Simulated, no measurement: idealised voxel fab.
voxel transistor to metal: a process module
Square cell edge 5 nm, section width 300 nm, ID cut.
Reading order for cross-sections: top band down to bottom band. Underlying form: a grid of square cells. Band size: one or more rows of cells. Band entry format. Leading values: height of top, height of bottom, nm. Remainder: materials in left-to-right order, each with its width in nm. Special words: "full width" on a single material, which then fills the band edge to edge; "air", empty space. Basically, 0 is our baseline, since under it the wafer straight out of the box is all one material. The bottom band has no lower end and keeps on going down, so it looks like "0 -> down". When a width is written as two numbers, as in "30 to 40", the first number is the width in the top row of cells of the band and the second is the width in its bottom row, and the width changes by the same amount from each row to the next. "no alterations made" means the step left every cell of the cross-section as it was. You'll see "Internal closed voids" listing empty spaces that have no way open to the top, as long as they're 8 cells or more; the notation is width x height at distance, where the distance is from the left edge, and all of it is in nm. On each step's line, the part that comes after the settings is the simulator's own comment on the step. "overlay nm" denotes, for a step that has a mask, the displacement of the mask to the right of its planned place, with negative values corresponding to the left.

[Process steps foreseen in the plan]
- 1: RECEIVE [material Si]
- 2: OXIDIZE [depth nm 5]
- 3: CONFORMAL_DEP [material SiN] [thk nm 10]
- 4: DIRECTIONAL_DEP [material aC] [thk nm 15]
- 5: PATTERN [tone cover] [mask id ACTIVE] [material resist] [width nm 105] [pitch nm 135] [thk nm 35] [overlay nm 0]
- 6: DIRECTIONAL_ETCH [etch materials aC] [depth nm 15]
- 7: STRIP [etch materials resist]
- 8: DIRECTIONAL_ETCH [etch materials SiN] [depth nm 10]
- 9: DIRECTIONAL_ETCH [etch materials SiO2] [depth nm 5]
- 10: DIRECTIONAL_ETCH [etch materials Si] [depth nm 30]
- 11: STRIP [etch materials aC]
- 12: FILL_DEP [material SiO2] [thk nm 15]
- 13: CMP [height nm 10]
- 14: SELECTIVE_ETCH [etch materials SiO2] [depth nm 10]
- 15: STRIP [etch materials SiN]
- 16: SELECTIVE_ETCH [etch materials SiO2] [depth nm 5]
- 17: OXIDIZE [depth nm 5]
- 18: DIRECTIONAL_DEP [material polySi] [thk nm 25]
- 19: DIRECTIONAL_DEP [material SiCN] [thk nm 15]
- 20: MASKED_ETCH [tone cover] [mask id GATE] [width nm 25] [pitch nm 135] [etch materials SiCN] [depth nm 25] [overlay nm 0]
- 21: MASKED_ETCH [tone cover] [mask id GATE] [width nm 25] [pitch nm 135] [etch materials polySi] [depth nm 35] [overlay nm 0]
- 22: CONFORMAL_DEP [material SiN] [thk nm 5]
- 23: DIRECTIONAL_ETCH [etch materials SiN] [depth nm 5]
- 24: DIRECTIONAL_ETCH [etch materials SiO2] [depth nm 5]
- 25: DIRECTIONAL_ETCH [etch materials Si] [depth nm 15]
- 26: EPI [material SiGe] [thk nm 15]
- 27: FILL_DEP [material SiO2] [thk nm 10]
- 28: CMP [height nm 20]
- 29: STRIP [etch materials polySi]
- 30: SELECTIVE_ETCH [etch materials SiO2] [depth nm 5]
- 31: CONFORMAL_DEP [material HfO2] [thk nm 5]
- 32: CONFORMAL_DEP [material TiN] [thk nm 5]
- 33: FILL_DEP [material W] [thk nm 5]
- 34: CMP [height nm 15]
- 35: DIRECTIONAL_DEP [material SiO2] [thk nm 10]
- 36: DIRECTIONAL_DEP [material aC] [thk nm 10]
- 37: PATTERN [tone open] [mask id CONTACT] [material resist] [width nm 15] [thk nm 25] [overlay nm 0]
- 38: DIRECTIONAL_ETCH [etch materials aC] [depth nm 10]
- 39: STRIP [etch materials resist]
- 40: DIRECTIONAL_ETCH [etch materials SiO2] [depth nm 35]
- 41: STRIP [etch materials aC]
- 42: CONFORMAL_DEP [material TiN] [thk nm 5]
- 43: FILL_DEP [material W] [thk nm 10]
- 44: CMP [height nm 25]
- 45: CONFORMAL_DEP [material SiN] [thk nm 5]
- 46: DIRECTIONAL_DEP [material lowk] [thk nm 20]
- 47: MASKED_ETCH [tone open] [mask id METAL_1] [width nm 15] [etch materials lowk] [depth nm 20] [overlay nm 0]
- 48: MASKED_ETCH [tone open] [mask id METAL_1] [width nm 15] [etch materials SiN] [depth nm 5] [overlay nm 0]
- 49: CONFORMAL_DEP [material TiN] [thk nm 5]
- 50: FILL_DEP [material W] [thk nm 5]
- 51: CMP [height nm 50]
- 52: CONFORMAL_DEP [material SiCN] [thk nm 5]
- 53: DIRECTIONAL_DEP [material lowk] [thk nm 30]
- 54: PATTERN [tone open] [mask id METAL_2] [material resist] [width nm 15] [pitch nm 135] [thk nm 20] [overlay nm 0]
- 55: DIRECTIONAL_ETCH [etch materials lowk] [depth nm 20]
- 56: STRIP [etch materials resist]
- 57: PATTERN [tone open] [mask id METAL_2_HOLES] [material resist] [width nm 15] [pitch nm 135] [thk nm 20] [overlay nm 0]
- 58: DIRECTIONAL_ETCH [etch materials lowk] [depth nm 10]
- 59: DIRECTIONAL_ETCH [etch materials SiCN] [depth nm 5]
- 60: STRIP [etch materials resist]
- 61: CONFORMAL_DEP [material TiN] [thk nm 5]
- 62: FILL_DEP [material Ru] [thk nm 5]
- 63: CMP [height nm 85]
- 64: CONFORMAL_DEP [material SiCN] [thk nm 5]

[As received (post step 1): cross-section]
	0 -> down  Si full width
	Internal closed voids: none

[End state of the module in cross-section, given the above starting point and plan and one mistake in execution]
	90 -> 85  SiCN full width
	85 -> 55  lowk=35, then TiN=5, then Ru=5, then TiN=5, then lowk=120, then TiN=5, then Ru=5, then TiN=5, then lowk=115
	55 -> 50  SiCN=35, then TiN=15, then SiCN=120, then TiN=15, then SiCN=115
	50 -> 30  lowk=35, then TiN=5, then W=5, then TiN=5, then lowk=65, then TiN=5, then W=5, then TiN=5, then lowk=40, then TiN=5, then W=5, then TiN=5, then lowk=65, then TiN=5, then W=5, then TiN=5, then lowk=35
	30 -> 25  SiN=35, then TiN=15, then SiN=65, then TiN=15, then SiN=40, then TiN=15, then SiN=65, then TiN=15, then SiN=35
	25 -> 15  SiO2=35, then TiN=5, then W=5, then TiN=5, then SiO2=65, then TiN=5, then W=5, then TiN=5, then SiO2=40, then TiN=5, then W=5, then TiN=5, then SiO2=65, then TiN=5, then W=5, then TiN=5, then SiO2=35
	15 -> 0  SiO2=35, then TiN=5, then W=5, then TiN=5, then SiO2=15, then SiN=5, then HfO2=5, then TiN=5, then W=5, then TiN=5, then HfO2=5, then SiN=5, then SiO2=15, then TiN=5, then W=5, then TiN=5, then SiO2=40, then TiN=5, then W=5, then TiN=5, then SiO2=15, then SiN=5, then HfO2=5, then TiN=5, then W=5, then TiN=5, then HfO2=5, then SiN=5, then SiO2=15, then TiN=5, then W=5, then TiN=5, then SiO2=35
	0 -> -5  SiO2=35, then TiN=5, then W=5, then TiN=5, then SiO2=15, then SiN=5, then HfO2=5, then TiN=15, then HfO2=5, then SiN=5, then SiO2=15, then TiN=5, then W=5, then TiN=5, then SiO2=40, then TiN=5, then W=5, then TiN=5, then SiO2=15, then SiN=5, then HfO2=5, then TiN=15, then HfO2=5, then SiN=5, then SiO2=15, then TiN=5, then W=5, then TiN=5, then SiO2=35
	-5 -> -10  SiO2=35, then TiN=15, then SiO2=15, then HfO2=35, then SiO2=15, then TiN=15, then SiO2=40, then TiN=15, then SiO2=15, then HfO2=35, then SiO2=15, then TiN=15, then SiO2=35
	-10 -> -20  SiO2 full width
	-20 -> -35  SiO2=30, then Si=105, then SiO2=30, then Si=105, then SiO2=30
	-35 -> down  Si full width
	Internal closed voids: none
Where did the run depart from the plan? step 17 went in with a setting other than planned; the actual run was OXIDIZE [depth nm 15]
